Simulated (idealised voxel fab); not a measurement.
process module | voxel trench capacitor
cross-section cut | 200 nm wide | cells 5 nm
This document writes a cross-section as a grid whose cells are square, and gives it as bands, listed from the top down; one or more rows of cells form a band. Top height, bottom height, nm. Materials left to right, width each, nm. Single material + "edge to edge" = fills band edge to edge. "empty" = empty. Heights from 0 (as-received wafer is one material below). Bottom band endless downward, as "z 0 and below". It should be noted that a width expressed as "30->40" varies in equal increments from row to row of cells within the band, taking the value of the first number at the top row and that of the second number at the bottom row. What does "nothing changed" mean for a step? It means no cell of the cross-section changed in that step. Entry "closed voids" = empty spaces >= 8 cells with no open way to the top; each as width x height at distance, distance from left edge, all nm. Past the settings on a step's line: simulator remark, on that step. On any step carrying a mask, the "overlay nm" setting, if present on the step's line, tells how far right of its planned place the mask lay; negative values point to the left.
-- Here's what the planned process steps look like
1: RECEIVE (material Si)
2: CONFORMAL_DEP (material SiN; thk nm 10)
3: DIRECTIONAL_DEP (material aC; thk nm 10)
4: PATTERN (tone open; mask id TRENCH; material resist; width nm 25; pitch nm 45; thk nm 30; overlay nm 0)
5: DIRECTIONAL_ETCH (etch materials aC; depth nm 10)
6: STRIP (etch materials resist)
7: DIRECTIONAL_ETCH (etch materials SiN; depth nm 10)
8: DIRECTIONAL_ETCH (etch materials Si; depth nm 35)
9: STRIP (etch materials aC)
10: CONFORMAL_DEP (material SiO2; thk nm 5)
11: FILL_DEP (material polySi; thk nm 10)
12: CMP (height nm 10)
-- First of two wafers, with the run carried out as planned
-- Wafer as received: cross-section following step 1
  z 0 and below | Si edge to edge
  closed voids: none
-- After step 2, in cross-section
  z 10 to 0 | SiN edge to edge
  Below 0, the layers are the same as they were.
-- After step 3, in cross-section
  z 20 to 10 | aC edge to edge
  Below 10, the layers are the same as they were.
-- After step 4, in cross-section
  z 50 to 20 | resist 20 nm  empty 25 nm  resist 20 nm  empty 25 nm  resist 20 nm  empty 25 nm  resist 20 nm  empty 25 nm  resist 20 nm
  Below 20, the layers are the same as they were.
-- After step 5, in cross-section
  z 40 to 20 | resist 20 nm  empty 25 nm  resist 20 nm  empty 25 nm  resist 20 nm  empty 25 nm  resist 20 nm  empty 25 nm  resist 20 nm
  z 20 to 10 | aC 20 nm  empty 25 nm  aC 20 nm  empty 25 nm  aC 20 nm  empty 25 nm  aC 20 nm  empty 25 nm  aC 20 nm
  Below 10, the layers are the same as they were.
-- After step 6, in cross-section
  z 20 to 10 | aC 20 nm  empty 25 nm  aC 20 nm  empty 25 nm  aC 20 nm  empty 25 nm  aC 20 nm  empty 25 nm  aC 20 nm
  Below 10, the layers are the same as they were.
-- After step 7, in cross-section
  z 20 to 10 | aC 20 nm  empty 25 nm  aC 20 nm  empty 25 nm  aC 20 nm  empty 25 nm  aC 20 nm  empty 25 nm  aC 20 nm
  z 10 to 0 | SiN 20 nm  empty 25 nm  SiN 20 nm  empty 25 nm  SiN 20 nm  empty 25 nm  SiN 20 nm  empty 25 nm  SiN 20 nm
  Below 0, the layers are the same as they were.
-- After step 8, in cross-section
  z 20 to 10 | aC 20 nm  empty 25 nm  aC 20 nm  empty 25 nm  aC 20 nm  empty 25 nm  aC 20 nm  empty 25 nm  aC 20 nm
  z 10 to 0 | SiN 20 nm  empty 25 nm  SiN 20 nm  empty 25 nm  SiN 20 nm  empty 25 nm  SiN 20 nm  empty 25 nm  SiN 20 nm
  z 0 to -35 | Si 20 nm  empty 25 nm  Si 20 nm  empty 25 nm  Si 20 nm  empty 25 nm  Si 20 nm  empty 25 nm  Si 20 nm
  Below -35, the layers are the same as they were.
-- After step 9, in cross-section
  z 10 to 0 | SiN 20 nm  empty 25 nm  SiN 20 nm  empty 25 nm  SiN 20 nm  empty 25 nm  SiN 20 nm  empty 25 nm  SiN 20 nm
  Below 0, the layers are the same as they were.
-- After step 10, in cross-section
  z 15 to 10 | SiO2 25 nm  empty 15 nm  SiO2 30 nm  empty 15 nm  SiO2 30 nm  empty 15 nm  SiO2 30 nm  empty 15 nm  SiO2 25 nm
  z 10 to 0 | SiN 20 nm  SiO2 5 nm  empty 15 nm  SiO2 5 nm  SiN 20 nm  SiO2 5 nm  empty 15 nm  SiO2 5 nm  SiN 20 nm  SiO2 5 nm  empty 15 nm  SiO2 5 nm  SiN 20 nm  SiO2 5 nm  empty 15 nm  SiO2 5 nm  SiN 20 nm
  z 0 to -30 | Si 20 nm  SiO2 5 nm  empty 15 nm  SiO2 5 nm  Si 20 nm  SiO2 5 nm  empty 15 nm  SiO2 5 nm  Si 20 nm  SiO2 5 nm  empty 15 nm  SiO2 5 nm  Si 20 nm  SiO2 5 nm  empty 15 nm  SiO2 5 nm  Si 20 nm
  z -30 to -35 | Si 20 nm  SiO2 25 nm  Si 20 nm  SiO2 25 nm  Si 20 nm  SiO2 25 nm  Si 20 nm  SiO2 25 nm  Si 20 nm
  Below -35, the layers are the same as they were.
-- After step 11, in cross-section
  z 25 to 15 | polySi edge to edge
  z 15 to 10 | SiO2 25 nm  polySi 15 nm  SiO2 30 nm  polySi 15 nm  SiO2 30 nm  polySi 15 nm  SiO2 30 nm  polySi 15 nm  SiO2 25 nm
  z 10 to 0 | SiN 20 nm  SiO2 5 nm  polySi 15 nm  SiO2 5 nm  SiN 20 nm  SiO2 5 nm  polySi 15 nm  SiO2 5 nm  SiN 20 nm  SiO2 5 nm  polySi 15 nm  SiO2 5 nm  SiN 20 nm  SiO2 5 nm  polySi 15 nm  SiO2 5 nm  SiN 20 nm
  z 0 to -30 | Si 20 nm  SiO2 5 nm  polySi 15 nm  SiO2 5 nm  Si 20 nm  SiO2 5 nm  polySi 15 nm  SiO2 5 nm  Si 20 nm  SiO2 5 nm  polySi 15 nm  SiO2 5 nm  Si 20 nm  SiO2 5 nm  polySi 15 nm  SiO2 5 nm  Si 20 nm
  Below -30, the layers are the same as they were.
-- After step 12, in cross-section
  z 10 to 0 | SiN 20 nm  SiO2 5 nm  polySi 15 nm  SiO2 5 nm  SiN 20 nm  SiO2 5 nm  polySi 15 nm  SiO2 5 nm  SiN 20 nm  SiO2 5 nm  polySi 15 nm  SiO2 5 nm  SiN 20 nm  SiO2 5 nm  polySi 15 nm  SiO2 5 nm  SiN 20 nm
  Below 0, the layers are the same as they were.
-- The second wafer began exactly as the first did and followed the same plan, but one mistake was made while running it; through step 3 inclusive, the two wafers are identical
-- Second wafer, cross-section, planned end of step 4
  z 50 to 20 | empty 20 nm  resist 25 nm  empty 20 nm  resist 25 nm  empty 20 nm  resist 25 nm  empty 20 nm  resist 25 nm  empty 20 nm
  Below 20, the layers are the same as they were.
-- Second wafer, cross-section, planned end of step 5
  z 40 to 20 | empty 20 nm  resist 25 nm  empty 20 nm  resist 25 nm  empty 20 nm  resist 25 nm  empty 20 nm  resist 25 nm  empty 20 nm
  z 20 to 10 | empty 20 nm  aC 25 nm  empty 20 nm  aC 25 nm  empty 20 nm  aC 25 nm  empty 20 nm  aC 25 nm  empty 20 nm
  Below 10, the layers are the same as they were.
-- Second wafer, cross-section, planned end of step 6
  z 20 to 10 | empty 20 nm  aC 25 nm  empty 20 nm  aC 25 nm  empty 20 nm  aC 25 nm  empty 20 nm  aC 25 nm  empty 20 nm
  Below 10, the layers are the same as they were.
-- Second wafer, cross-section, planned end of step 7
  z 20 to 10 | empty 20 nm  aC 25 nm  empty 20 nm  aC 25 nm  empty 20 nm  aC 25 nm  empty 20 nm  aC 25 nm  empty 20 nm
  z 10 to 0 | empty 20 nm  SiN 25 nm  empty 20 nm  SiN 25 nm  empty 20 nm  SiN 25 nm  empty 20 nm  SiN 25 nm  empty 20 nm
  Below 0, the layers are the same as they were.
-- Second wafer, cross-section, planned end of step 8
  z 20 to 10 | empty 20 nm  aC 25 nm  empty 20 nm  aC 25 nm  empty 20 nm  aC 25 nm  empty 20 nm  aC 25 nm  empty 20 nm
  z 10 to 0 | empty 20 nm  SiN 25 nm  empty 20 nm  SiN 25 nm  empty 20 nm  SiN 25 nm  empty 20 nm  SiN 25 nm  empty 20 nm
  z 0 to -35 | empty 20 nm  Si 25 nm  empty 20 nm  Si 25 nm  empty 20 nm  Si 25 nm  empty 20 nm  Si 25 nm  empty 20 nm
  Below -35, the layers are the same as they were.
-- Second wafer, cross-section, planned end of step 9
  z 10 to 0 | empty 20 nm  SiN 25 nm  empty 20 nm  SiN 25 nm  empty 20 nm  SiN 25 nm  empty 20 nm  SiN 25 nm  empty 20 nm
  Below 0, the layers are the same as they were.
-- Second wafer, cross-section, planned end of step 10
  z 15 to 10 | empty 15 nm  SiO2 35 nm  empty 10 nm  SiO2 35 nm  empty 10 nm  SiO2 35 nm  empty 10 nm  SiO2 35 nm  empty 15 nm
  z 10 to 0 | empty 15 nm  SiO2 5 nm  SiN 25 nm  SiO2 5 nm  empty 10 nm  SiO2 5 nm  SiN 25 nm  SiO2 5 nm  empty 10 nm  SiO2 5 nm  SiN 25 nm  SiO2 5 nm  empty 10 nm  SiO2 5 nm  SiN 25 nm  SiO2 5 nm  empty 15 nm
  z 0 to -30 | empty 15 nm  SiO2 5 nm  Si 25 nm  SiO2 5 nm  empty 10 nm  SiO2 5 nm  Si 25 nm  SiO2 5 nm  empty 10 nm  SiO2 5 nm  Si 25 nm  SiO2 5 nm  empty 10 nm  SiO2 5 nm  Si 25 nm  SiO2 5 nm  empty 15 nm
  z -30 to -35 | SiO2 20 nm  Si 25 nm  SiO2 20 nm  Si 25 nm  SiO2 20 nm  Si 25 nm  SiO2 20 nm  Si 25 nm  SiO2 20 nm
  Below -35, the layers are the same as they were.
-- Second wafer, cross-section, planned end of step 11
  z 25 to 15 | polySi edge to edge
  z 15 to 10 | polySi 15 nm  SiO2 35 nm  polySi 10 nm  SiO2 35 nm  polySi 10 nm  SiO2 35 nm  polySi 10 nm  SiO2 35 nm  polySi 15 nm
  z 10 to 0 | polySi 15 nm  SiO2 5 nm  SiN 25 nm  SiO2 5 nm  polySi 10 nm  SiO2 5 nm  SiN 25 nm  SiO2 5 nm  polySi 10 nm  SiO2 5 nm  SiN 25 nm  SiO2 5 nm  polySi 10 nm  SiO2 5 nm  SiN 25 nm  SiO2 5 nm  polySi 15 nm
  z 0 to -30 | polySi 15 nm  SiO2 5 nm  Si 25 nm  SiO2 5 nm  polySi 10 nm  SiO2 5 nm  Si 25 nm  SiO2 5 nm  polySi 10 nm  SiO2 5 nm  Si 25 nm  SiO2 5 nm  polySi 10 nm  SiO2 5 nm  Si 25 nm  SiO2 5 nm  polySi 15 nm
  Below -30, the layers are the same as they were.
-- Second wafer, cross-section, planned end of step 12
  z 10 to 0 | polySi 15 nm  SiO2 5 nm  SiN 25 nm  SiO2 5 nm  polySi 10 nm  SiO2 5 nm  SiN 25 nm  SiO2 5 nm  polySi 10 nm  SiO2 5 nm  SiN 25 nm  SiO2 5 nm  polySi 10 nm  SiO2 5 nm  SiN 25 nm  SiO2 5 nm  polySi 15 nm
  Below 0, the layers are the same as they were.
What was done differently from what was planned? step 4 ran differently from the plan; actual operation with settings: PATTERN (tone cover; mask id TRENCH; material resist; width nm 25; pitch nm 45; thk nm 30; overlay nm 0)
The two final wafers agree on how many cells each material fills and disagree on which cells those are.
